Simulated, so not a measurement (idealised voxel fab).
Title: Process Module voxel transistor to metal
Each square cell in cross-section cut measures 5 nm, and the section as a whole is 205 nm wide.
Cross-section spec: square-cell grid; bands listed top down; each band is one or more rows. For a band, the entry starts with two heights in nm, that of the top and then that of the bottom, and carries on with the band's materials in order from left to right, each alongside its width in nm; the word "full width" beside a single material means it fills the band edge to edge, and "air" means empty space. Height datum 0, below which the as-received substrate wafer is one material. Lowest band open at the bottom, running downward: "0..down". Per-row width for "30->40": begins at first number (top row of band), ends at second number (bottom row), increment between rows held constant. "changes: none" after a step means that no cell of the cross-section changed. Look at "Cavities, sealed" for the closed voids: empty spaces with no open path to the top, sized 8 cells or up. Each is width x height at distance, distance from the left edge, all nm. Step line, after settings: the simulator's comment on this step. overlay nm: right-of-plan distance of the mask on a masked step; negative values mean left-of-plan.
**Process steps (planned)**
1: RECEIVE, material Si
2: CONFORMAL_DEP, material SiO2, thk nm 5
3: CONFORMAL_DEP, material SiN, thk nm 15
4: MASKED_ETCH, tone cover, mask id ACTIVE, width nm 105, etch materials SiN, depth nm 15, overlay nm 0
5: MASKED_ETCH, tone cover, mask id ACTIVE, width nm 105, etch materials SiO2, depth nm 5, overlay nm -15
6: MASKED_ETCH, tone cover, mask id ACTIVE, width nm 105, etch materials Si, depth nm 35, overlay nm 0
7: FILL_DEP, material SiO2, thk nm 15
8: CMP, height nm 20
9: SELECTIVE_ETCH, etch materials SiO2, depth nm 5
10: STRIP, etch materials SiN
11: SELECTIVE_ETCH, etch materials SiO2, depth nm 5
12: OXIDIZE, depth nm 5
13: DIRECTIONAL_DEP, material polySi, thk nm 20
14: DIRECTIONAL_DEP, material SiCN, thk nm 15
15: DIRECTIONAL_DEP, material aC, thk nm 10
16: PATTERN, tone cover, mask id GATE, material resist, width nm 15, thk nm 30, overlay nm 0
17: DIRECTIONAL_ETCH, etch materials aC, depth nm 10
18: STRIP, etch materials resist
19: DIRECTIONAL_ETCH, etch materials SiCN, depth nm 25
20: DIRECTIONAL_ETCH, etch materials polySi, depth nm 30
21: STRIP, etch materials aC
22: CONFORMAL_DEP, material SiO2, thk nm 5
23: DIRECTIONAL_ETCH, etch materials SiO2, depth nm 5
24: CONFORMAL_DEP, material SiN, thk nm 5
25: DIRECTIONAL_ETCH, etch materials SiN, depth nm 5
26: DIRECTIONAL_ETCH, etch materials SiO2, depth nm 5
27: DIRECTIONAL_ETCH, etch materials Si, depth nm 15
28: EPI, material nSi, thk nm 15
29: FILL_DEP, material SiO2, thk nm 5
30: CMP, height nm 35
31: DIRECTIONAL_DEP, material SiO2, thk nm 15
32: DIRECTIONAL_DEP, material aC, thk nm 15
33: PATTERN, tone open, mask id CONTACT, material resist, width nm 35, pitch nm 60, thk nm 30, overlay nm 0
34: DIRECTIONAL_ETCH, etch materials aC, depth nm 15
35: STRIP, etch materials resist
36: DIRECTIONAL_ETCH, etch materials SiO2, depth nm 40
37: STRIP, etch materials aC
38: CONFORMAL_DEP, material TiN, thk nm 5
39: FILL_DEP, material Ru, thk nm 10
40: CMP, height nm 50
41: DIRECTIONAL_DEP, material TiN, thk nm 5
42: DIRECTIONAL_DEP, material W, thk nm 15
43: PATTERN, tone cover, mask id METAL_1, material resist, width nm 20, pitch nm 75, thk nm 15, overlay nm 0
44: DIRECTIONAL_ETCH, etch materials W, depth nm 15
45: DIRECTIONAL_ETCH, etch materials TiN, depth nm 5
46: STRIP, etch materials resist
47: FILL_DEP, material lowk, thk nm 5
48: CMP, height nm 70
49: CONFORMAL_DEP, material SiN, thk nm 5
Split variable: overlay nm, step 5. Plan value = first wafer. Wafers start alike.
**Cross-section of the first of several wafers as received (after step 1)**
- 0..down: Si full width
- Cavities, sealed: none
**The first of several wafers, seen in cross-section after the module's last step, step 49**
- 75..70: SiN full width
- 70..55: lowk 55 nm / W 20 nm / lowk 55 nm / W 20 nm / lowk 55 nm
- 55..50: lowk 55 nm / TiN 20 nm / lowk 55 nm / TiN 20 nm / lowk 55 nm
- 50..40: SiO2 55 nm / TiN 5 nm / Ru 25 nm / TiN 5 nm / SiO2 25 nm / TiN 5 nm / Ru 25 nm / TiN 5 nm / SiO2 55 nm
- 40..35: SiO2 55 nm / TiN 5 nm / Ru 20 nm / TiN 10 nm / SiO2 25 nm / TiN 10 nm / Ru 20 nm / TiN 5 nm / SiO2 55 nm
- 35..20: SiO2 55 nm / TiN 5 nm / Ru 20 nm / TiN 5 nm / SiN 5 nm / SiO2 5 nm / SiCN 15 nm / SiO2 5 nm / SiN 5 nm / TiN 5 nm / Ru 20 nm / TiN 5 nm / SiO2 55 nm
- 20..15: SiO2 55 nm / TiN 5 nm / Ru 20 nm / TiN 5 nm / SiN 5 nm / SiO2 5 nm / polySi 15 nm / SiO2 5 nm / SiN 5 nm / TiN 5 nm / Ru 20 nm / TiN 5 nm / SiO2 55 nm
- 15..10: SiO2 55 nm / TiN 30 nm / SiN 5 nm / SiO2 5 nm / polySi 15 nm / SiO2 5 nm / SiN 5 nm / TiN 30 nm / SiO2 55 nm
- 10..0: SiO2 50 nm / SiN 5 nm / nSi 30 nm / SiN 5 nm / SiO2 5 nm / polySi 15 nm / SiO2 5 nm / SiN 5 nm / nSi 30 nm / SiN 5 nm / SiO2 50 nm
- 0..-5: SiO2 35 nm / Si 5 nm / SiO2 15 nm / nSi 30 nm / SiO2 35 nm / nSi 30 nm / SiO2 55 nm
- -5..-20: SiO2 35 nm / Si 20 nm / nSi 30 nm / Si 35 nm / nSi 30 nm / Si 5 nm / SiO2 50 nm
- -20..-35: SiO2 35 nm / Si 120 nm / SiO2 50 nm
- -35..down: Si full width
- Cavities, sealed: none
**Wafer cross-section (last wafer, module end)**
- 75..70: SiN full width
- 70..55: lowk 55 nm / W 20 nm / lowk 55 nm / W 20 nm / lowk 55 nm
- 55..50: lowk 55 nm / TiN 20 nm / lowk 55 nm / TiN 20 nm / lowk 55 nm
- 50..40: SiO2 55 nm / TiN 5 nm / Ru 25 nm / TiN 5 nm / SiO2 25 nm / TiN 5 nm / Ru 25 nm / TiN 5 nm / SiO2 55 nm
- 40..35: SiO2 55 nm / TiN 5 nm / Ru 20 nm / TiN 10 nm / SiO2 25 nm / TiN 10 nm / Ru 20 nm / TiN 5 nm / SiO2 55 nm
- 35..20: SiO2 55 nm / TiN 5 nm / Ru 20 nm / TiN 5 nm / SiN 5 nm / SiO2 5 nm / SiCN 15 nm / SiO2 5 nm / SiN 5 nm / TiN 5 nm / Ru 20 nm / TiN 5 nm / SiO2 55 nm
- 20..15: SiO2 55 nm / TiN 5 nm / Ru 20 nm / TiN 5 nm / SiN 5 nm / SiO2 5 nm / polySi 15 nm / SiO2 5 nm / SiN 5 nm / TiN 5 nm / Ru 20 nm / TiN 5 nm / SiO2 55 nm
- 15..10: SiO2 55 nm / TiN 30 nm / SiN 5 nm / SiO2 5 nm / polySi 15 nm / SiO2 5 nm / SiN 5 nm / TiN 30 nm / SiO2 55 nm
- 10..0: SiO2 50 nm / SiN 5 nm / nSi 30 nm / SiN 5 nm / SiO2 5 nm / polySi 15 nm / SiO2 5 nm / SiN 5 nm / nSi 30 nm / SiN 5 nm / SiO2 50 nm
- 0..-5: SiO2 55 nm / nSi 30 nm / SiO2 35 nm / nSi 30 nm / SiO2 15 nm / Si 5 nm / SiO2 35 nm
- -5..-20: SiO2 50 nm / Si 5 nm / nSi 30 nm / Si 35 nm / nSi 30 nm / Si 20 nm / SiO2 35 nm
- -20..-35: SiO2 50 nm / Si 120 nm / SiO2 35 nm
- -35..down: Si full width
- Cavities, sealed: none
**Wafer rows, end of module: cells per material gained (+) or lost (-) since receipt; closed voids last**
overlay nm -15, +60 Ru, -178 Si, +9 SiCN, +59 SiN, +375 SiO2, +50 TiN, +24 W, +132 lowk, +72 nSi, +12 polySi, Cavities, sealed: none
overlay nm -10, +60 Ru, -185 Si, +9 SiCN, +59 SiN, +382 SiO2, +50 TiN, +24 W, +132 lowk, +72 nSi, +12 polySi, Cavities, sealed: none
overlay nm -5, +60 Ru, -191 Si, +9 SiCN, +59 SiN, +388 SiO2, +50 TiN, +24 W, +132 lowk, +72 nSi, +12 polySi, Cavities, sealed: none
overlay nm 0, +60 Ru, -197 Si, +9 SiCN, +59 SiN, +394 SiO2, +50 TiN, +24 W, +132 lowk, +72 nSi, +12 polySi, Cavities, sealed: none
overlay nm 5, +60 Ru, -191 Si, +9 SiCN, +59 SiN, +388 SiO2, +50 TiN, +24 W, +132 lowk, +72 nSi, +12 polySi, Cavities, sealed: none
overlay nm 10, +60 Ru, -185 Si, +9 SiCN, +59 SiN, +382 SiO2, +50 TiN, +24 W, +132 lowk, +72 nSi, +12 polySi, Cavities, sealed: none
overlay nm 15, +60 Ru, -178 Si, +9 SiCN, +59 SiN, +375 SiO2, +50 TiN, +24 W, +132 lowk, +72 nSi, +12 polySi, Cavities, sealed: none
